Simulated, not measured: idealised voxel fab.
Process module, titled voxel spacer lines
Shown is cross-section cut, with a width of 185 nm and square cells of size 5 nm.
In what follows, cross-sections appear as grids of square cells, described through bands that run from the top down, where every band is one or more rows of cells.
Look at the band entry: it leads with the top's height and the bottom's height in nm. Then it lists the materials left to right, with a width in nm for each. The word "edge to edge" on a single material says that material fills the band edge to edge. The word "air" is empty space.
A quick word on heights: they are counted from 0, and under that level the wafer as it came to us is one material throughout. The lowest band is different from the rest in having no bottom; it simply continues downward, written as in "from 0 down".
The expression "30->40" gives the width at the extremes of the band, the first number at its top row of cells and the second at its bottom row, with the width changing by equal amounts from each row to the next in between.
"all unchanged" (step): cross-section cells unchanged, all of them.
What "Closed void roster" gives you is every empty space of 8 cells or more that is cut off from the top. Each appears as width x height at distance, with the distance taken from the left edge and width, height and distance all in nm.
On each step's line, the part that comes after the settings is the simulator's own comment on the step.
The line of a step may include "overlay nm". On a step with a mask, this value is how far to the right of its planned place the mask lay. A negative value means the mask lay to the left.

PLANNED STEP LIST FOR THE PROCESS
step 1: RECEIVE,material Si
step 2: CONFORMAL_DEP,material Al2O3,thk nm 5
step 3: DIRECTIONAL_DEP,material SiN,thk nm 10
step 4: DIRECTIONAL_DEP,material aC,thk nm 25
step 5: PATTERN,tone cover,mask id MANDREL,material resist,width nm 25,pitch nm 70,thk nm 30,overlay nm 0
step 6: DIRECTIONAL_ETCH,etch materials aC,depth nm 25
step 7: STRIP,etch materials resist
step 8: CONFORMAL_DEP,material SiO2,thk nm 10
step 9: DIRECTIONAL_ETCH,etch materials SiO2,depth nm 10
step 10: STRIP,etch materials aC
step 11: DIRECTIONAL_ETCH,etch materials SiN,depth nm 10
step 12: STRIP,etch materials SiO2
step 13: FILL_DEP,material lowk,thk nm 5
step 14: CMP,height nm 15

THE FOLLOWING PERTAINS TO THE FIRST OF TWO WAFERS, WHICH WAS PROCESSED AS PLANNED

CROSS-SECTION OF THE INCOMING WAFER, STATE AFTER STEP 1
    from 0 down | Si edge to edge
    Closed void roster: none

STEP 2 COMPLETE: CROSS-SECTION THROUGH THE WAFER
    from 5 to 0 | Al2O3 edge to edge
    Nothing below the height 0 has changed.

STEP 3 COMPLETE: CROSS-SECTION THROUGH THE WAFER
    from 15 to 5 | SiN edge to edge
    Nothing below the height 5 has changed.

STEP 4 COMPLETE: CROSS-SECTION THROUGH THE WAFER
    from 40 to 15 | aC edge to edge
    Nothing below the height 15 has changed.

STEP 5 COMPLETE: CROSS-SECTION THROUGH THE WAFER
    from 70 to 40 | air 45 nm, resist 25 nm, air 45 nm, resist 25 nm, air 45 nm
    Nothing below the height 40 has changed.

STEP 6 COMPLETE: CROSS-SECTION THROUGH THE WAFER
    from 45 to 40 | air 45 nm, resist 25 nm, air 45 nm, resist 25 nm, air 45 nm
    from 40 to 15 | air 45 nm, aC 25 nm, air 45 nm, aC 25 nm, air 45 nm
    Nothing below the height 15 has changed.

STEP 7 COMPLETE: CROSS-SECTION THROUGH THE WAFER
    from 40 to 15 | air 45 nm, aC 25 nm, air 45 nm, aC 25 nm, air 45 nm
    Nothing below the height 15 has changed.

STEP 8 COMPLETE: CROSS-SECTION THROUGH THE WAFER
    from 50 to 40 | air 35 nm, SiO2 45 nm, air 25 nm, SiO2 45 nm, air 35 nm
    from 40 to 25 | air 35 nm, SiO2 10 nm, aC 25 nm, SiO2 10 nm, air 25 nm, SiO2 10 nm, aC 25 nm, SiO2 10 nm, air 35 nm
    from 25 to 15 | SiO2 45 nm, aC 25 nm, SiO2 45 nm, aC 25 nm, SiO2 45 nm
    Nothing below the height 15 has changed.

STEP 9 COMPLETE: CROSS-SECTION THROUGH THE WAFER
    from 40 to 15 | air 35 nm, SiO2 10 nm, aC 25 nm, SiO2 10 nm, air 25 nm, SiO2 10 nm, aC 25 nm, SiO2 10 nm, air 35 nm
    Nothing below the height 15 has changed.

STEP 10 COMPLETE: CROSS-SECTION THROUGH THE WAFER
    from 40 to 15 | air 35 nm, SiO2 10 nm, air 25 nm, SiO2 10 nm, air 25 nm, SiO2 10 nm, air 25 nm, SiO2 10 nm, air 35 nm
    Nothing below the height 15 has changed.

STEP 11 COMPLETE: CROSS-SECTION THROUGH THE WAFER
    from 40 to 15 | air 35 nm, SiO2 10 nm, air 25 nm, SiO2 10 nm, air 25 nm, SiO2 10 nm, air 25 nm, SiO2 10 nm, air 35 nm
    from 15 to 5 | air 35 nm, SiN 10 nm, air 25 nm, SiN 10 nm, air 25 nm, SiN 10 nm, air 25 nm, SiN 10 nm, air 35 nm
    Nothing below the height 5 has changed.

STEP 12 COMPLETE: CROSS-SECTION THROUGH THE WAFER
    from 15 to 5 | air 35 nm, SiN 10 nm, air 25 nm, SiN 10 nm, air 25 nm, SiN 10 nm, air 25 nm, SiN 10 nm, air 35 nm
    Nothing below the height 5 has changed.

STEP 13 COMPLETE: CROSS-SECTION THROUGH THE WAFER
    from 20 to 15 | lowk edge to edge
    from 15 to 5 | lowk 35 nm, SiN 10 nm, lowk 25 nm, SiN 10 nm, lowk 25 nm, SiN 10 nm, lowk 25 nm, SiN 10 nm, lowk 35 nm
    Nothing below the height 5 has changed.

STEP 14 COMPLETE: CROSS-SECTION THROUGH THE WAFER
    from 15 to 5 | lowk 35 nm, SiN 10 nm, lowk 25 nm, SiN 10 nm, lowk 25 nm, SiN 10 nm, lowk 25 nm, SiN 10 nm, lowk 35 nm
    Nothing below the height 5 has changed.

WAFER TWO. IDENTICAL START, IDENTICAL PLAN. ONE MISTAKE IN EXECUTION. IDENTICAL HISTORY THROUGH STEP 5

CROSS-SECTIONAL VIEW OF THE SECOND WAFER AT THE INTENDED END TIME OF PROCESS STEP 6
    from 20 to 15 | air 45 nm, aC 25 nm, air 45 nm, aC 25 nm, air 45 nm
    Nothing below the height 15 has changed.

Cross-sectional view of the second wafer at the intended end time of process step 7: all unchanged

CROSS-SECTIONAL VIEW OF THE SECOND WAFER AT THE INTENDED END TIME OF PROCESS STEP 8
    from 30 to 25 | air 35 nm, SiO2 45 nm, air 25 nm, SiO2 45 nm, air 35 nm
    from 25 to 20 | SiO2 edge to edge
    from 20 to 15 | SiO2 45 nm, aC 25 nm, SiO2 45 nm, aC 25 nm, SiO2 45 nm
    Nothing below the height 15 has changed.

CROSS-SECTIONAL VIEW OF THE SECOND WAFER AT THE INTENDED END TIME OF PROCESS STEP 9
    from 20 to 15 | air 35 nm, SiO2 10 nm, aC 25 nm, SiO2 10 nm, air 25 nm, SiO2 10 nm, aC 25 nm, SiO2 10 nm, air 35 nm
    Nothing below the height 15 has changed.

CROSS-SECTIONAL VIEW OF THE SECOND WAFER AT THE INTENDED END TIME OF PROCESS STEP 10
    from 20 to 15 | air 35 nm, SiO2 10 nm, air 25 nm, SiO2 10 nm, air 25 nm, SiO2 10 nm, air 25 nm, SiO2 10 nm, air 35 nm
    Nothing below the height 15 has changed.

CROSS-SECTIONAL VIEW OF THE SECOND WAFER AT THE INTENDED END TIME OF PROCESS STEP 11
    from 20 to 15 | air 35 nm, SiO2 10 nm, air 25 nm, SiO2 10 nm, air 25 nm, SiO2 10 nm, air 25 nm, SiO2 10 nm, air 35 nm
    from 15 to 5 | air 35 nm, SiN 10 nm, air 25 nm, SiN 10 nm, air 25 nm, SiN 10 nm, air 25 nm, SiN 10 nm, air 35 nm
    Nothing below the height 5 has changed.

CROSS-SECTIONAL VIEW OF THE SECOND WAFER AT THE INTENDED END TIME OF PROCESS STEP 12
    from 15 to 5 | air 35 nm, SiN 10 nm, air 25 nm, SiN 10 nm, air 25 nm, SiN 10 nm, air 25 nm, SiN 10 nm, air 35 nm
    Nothing below the height 5 has changed.

CROSS-SECTIONAL VIEW OF THE SECOND WAFER AT THE INTENDED END TIME OF PROCESS STEP 13
    from 20 to 15 | lowk edge to edge
    from 15 to 5 | lowk 35 nm, SiN 10 nm, lowk 25 nm, SiN 10 nm, lowk 25 nm, SiN 10 nm, lowk 25 nm, SiN 10 nm, lowk 35 nm
    Nothing below the height 5 has changed.

CROSS-SECTIONAL VIEW OF THE SECOND WAFER AT THE INTENDED END TIME OF PROCESS STEP 14
    from 15 to 5 | lowk 35 nm, SiN 10 nm, lowk 25 nm, SiN 10 nm, lowk 25 nm, SiN 10 nm, lowk 25 nm, SiN 10 nm, lowk 35 nm
    Nothing below the height 5 has changed.
Finding, execution versus plan: yeah, plan step 6 got run twice
At process end the two wafers are indistinguishable in cross-section, so the error does not change what this model computes.
